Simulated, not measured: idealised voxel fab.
Process module name: voxel wiring stack
Cross-section cut spans 250 nm and uses square cells 5 nm in size.
Format of a cross-section: grid, square cells. Given as bands. Order: top down. Band: one or more rows of cells.
It is stipulated that each band's entry specify, in nanometres, the height of the top of the band and then that of its bottom, followed by the materials of the band in left-to-right sequence, each together with its width in nanometres. A single material marked by the word "throughout" is understood to fill the band from edge to edge; the word "air" is understood to denote empty space.
All heights in this document are referenced to 0, defined as the level beneath which the wafer, as received, consists entirely of one material. The lowest band is not bounded below; it extends indefinitely downward and is written in the form "from 0 down".
Note: "30 to 40" means the width goes from the first number (top row of the band) to the second number (bottom row) in equal steps per row of cells.
Basically "no modifications" means that step didn't change any cell in the cross-section.
Closed empty spaces (no open way to the top) of 8 cells or more are what "Enclosed void inventory" lists, each as width x height at distance from the left edge, nm for all three.
Past the settings on a step's line: simulator remark, on that step.
overlay nm: mask offset rightward from planned place, masked step; negative means leftward offset.

-- plan
1) op RECEIVE | material Si
2) op CONFORMAL_DEP | material SiO2 | thk nm 15
3) op CONFORMAL_DEP | material SiN | thk nm 5
4) op DIRECTIONAL_DEP | material SiO2 | thk nm 15
5) op DIRECTIONAL_DEP | material aC | thk nm 15
6) op PATTERN | tone open | mask id METAL_1 | material resist | width nm 30 | pitch nm 60 | thk nm 30 | overlay nm 0
7) op DIRECTIONAL_ETCH | etch materials aC | depth nm 15
8) op STRIP | etch materials resist
9) op DIRECTIONAL_ETCH | etch materials SiO2 | depth nm 15
10) op DIRECTIONAL_ETCH | etch materials SiN | depth nm 5
11) op STRIP | etch materials aC
12) op CONFORMAL_DEP | material TiN | thk nm 5
13) op FILL_DEP | material Cu | thk nm 10
14) op CMP | height nm 35
15) op EPI | material Ru | thk nm 5
16) op FILL_DEP | material SiCN | thk nm 5
17) op DIRECTIONAL_DEP | material SiO2 | thk nm 10
18) op DIRECTIONAL_DEP | material aC | thk nm 15
19) op PATTERN | tone open | mask id PLUG_1 | material resist | width nm 15 | pitch nm 60 | thk nm 30 | overlay nm 0
20) op DIRECTIONAL_ETCH | etch materials aC | depth nm 15
21) op STRIP | etch materials resist
22) op DIRECTIONAL_ETCH | etch materials SiO2 | depth nm 10
23) op DIRECTIONAL_ETCH | etch materials SiCN | depth nm 5
24) op STRIP | etch materials aC
25) op EPI | material Ru | thk nm 10
26) op EPI | material Ru | thk nm 5
27) op CONFORMAL_DEP | material SiCN | thk nm 5
28) op DIRECTIONAL_DEP | material lowk | thk nm 20
29) op DIRECTIONAL_DEP | material aC | thk nm 15
30) op PATTERN | tone open | mask id METAL_2 | material resist | width nm 30 | pitch nm 60 | thk nm 30 | overlay nm 0
31) op DIRECTIONAL_ETCH | etch materials aC | depth nm 15
32) op STRIP | etch materials resist
33) op DIRECTIONAL_ETCH | etch materials lowk | depth nm 20
34) op DIRECTIONAL_ETCH | etch materials SiCN | depth nm 5
35) op STRIP | etch materials aC
36) op CONFORMAL_DEP | material TiN | thk nm 5
37) op FILL_DEP | material W | thk nm 10
38) op CMP | height nm 80
39) op CONFORMAL_DEP | material SiCN | thk nm 5
40) op DIRECTIONAL_DEP | material SiO2 | thk nm 30
41) op DIRECTIONAL_DEP | material aC | thk nm 15
42) op PATTERN | tone open | mask id METAL_3_HOLES | material resist | width nm 15 | pitch nm 60 | thk nm 35 | overlay nm 0
43) op DIRECTIONAL_ETCH | etch materials aC | depth nm 15
44) op STRIP | etch materials resist
45) op DIRECTIONAL_ETCH | etch materials SiO2 | depth nm 30
46) op STRIP | etch materials aC
47) op MASKED_ETCH | tone open | mask id METAL_3 | width nm 30 | pitch nm 60 | etch materials SiO2 | depth nm 15 | overlay nm 0
48) op MASKED_ETCH | tone open | mask id METAL_3 | width nm 30 | pitch nm 60 | etch materials SiCN | depth nm 5 | overlay nm 0
49) op CONFORMAL_DEP | material TiN | thk nm 5
50) op FILL_DEP | material Ru | thk nm 10
51) op CMP | height nm 115
52) op CONFORMAL_DEP | material SiCN | thk nm 5
53) op DIRECTIONAL_DEP | material lowk | thk nm 25
54) op PATTERN | tone open | mask id METAL_4_HOLES | material resist | width nm 15 | thk nm 15 | overlay nm 0
55) op DIRECTIONAL_ETCH | etch materials lowk | depth nm 25
56) op STRIP | etch materials resist
57) op MASKED_ETCH | tone open | mask id METAL_4 | width nm 30 | pitch nm 60 | etch materials lowk | depth nm 15 | overlay nm 0
58) op MASKED_ETCH | tone open | mask id METAL_4 | width nm 30 | pitch nm 60 | etch materials SiCN | depth nm 5 | overlay nm 0
59) op CONFORMAL_DEP | material TiN | thk nm 5
60) op FILL_DEP | material Cu | thk nm 10
61) op CMP | height nm 145
62) op CONFORMAL_DEP | material SiCN | thk nm 5

-- As received (post step 1): cross-section
> from 0 down = Si throughout
> Enclosed void inventory: none

-- Here's the wafer cut in cross-section after the module, started and planned just like above, except one thing was done wrong in the run
> from 150 to 145 = SiCN throughout
> from 145 to 135 = 80 lowk | 5 TiN | 20 Cu | 5 TiN | 30 lowk | 5 TiN | 20 Cu | 5 TiN | 80 lowk
> from 135 to 130 = 80 lowk | 5 TiN | 5 Cu | 20 TiN | 30 lowk | 30 TiN | 80 lowk
> from 130 to 120 = 80 lowk | 5 TiN | 5 Cu | 5 TiN | 155 lowk
> from 120 to 115 = 80 SiCN | 15 TiN | 155 SiCN
> from 115 to 105 = 75 SiO2 | 5 TiN | 20 Ru | 5 TiN | 30 SiO2 | 5 TiN | 20 Ru | 5 TiN | 85 SiO2
> from 105 to 100 = 75 SiO2 | 10 TiN | 5 Ru | 15 TiN | 30 SiO2 | 10 TiN | 5 Ru | 15 TiN | 85 SiO2
> from 100 to 85 = 80 SiO2 | 5 TiN | 5 Ru | 5 TiN | 45 SiO2 | 5 TiN | 5 Ru | 5 TiN | 95 SiO2
> from 85 to 80 = 80 SiCN | 15 TiN | 45 SiCN | 15 TiN | 95 SiCN
> from 80 to 60 = 80 lowk | 5 TiN | 20 W | 5 TiN | 30 lowk | 5 TiN | 20 W | 5 TiN | 80 lowk
> from 60 to 55 = 80 SiCN | 30 TiN | 30 SiCN | 30 TiN | 80 SiCN
> from 55 to 45 = 80 SiO2 | 15 Ru | 45 SiO2 | 15 Ru | 95 SiO2
> from 45 to 35 = 80 to 75 SiCN | 15 to 40 Ru | 45 to 20 SiCN | 15 to 40 Ru | 95 to 75 SiCN
> from 35 to 20 = 80 SiO2 | 5 TiN | 20 Cu | 5 TiN | 30 SiO2 | 5 TiN | 20 Cu | 5 TiN | 80 SiO2
> from 20 to 15 = 80 SiN | 30 TiN | 30 SiN | 30 TiN | 80 SiN
> from 15 to 0 = SiO2 throughout
> from 0 down = Si throughout
> Enclosed void inventory: none
Plan not followed: step 47 went in with a setting other than planned; the actual run was op MASKED_ETCH | tone open | mask id METAL_3 | width nm 30 | pitch nm 60 | etch materials SiO2 | depth nm 15 | overlay nm -5
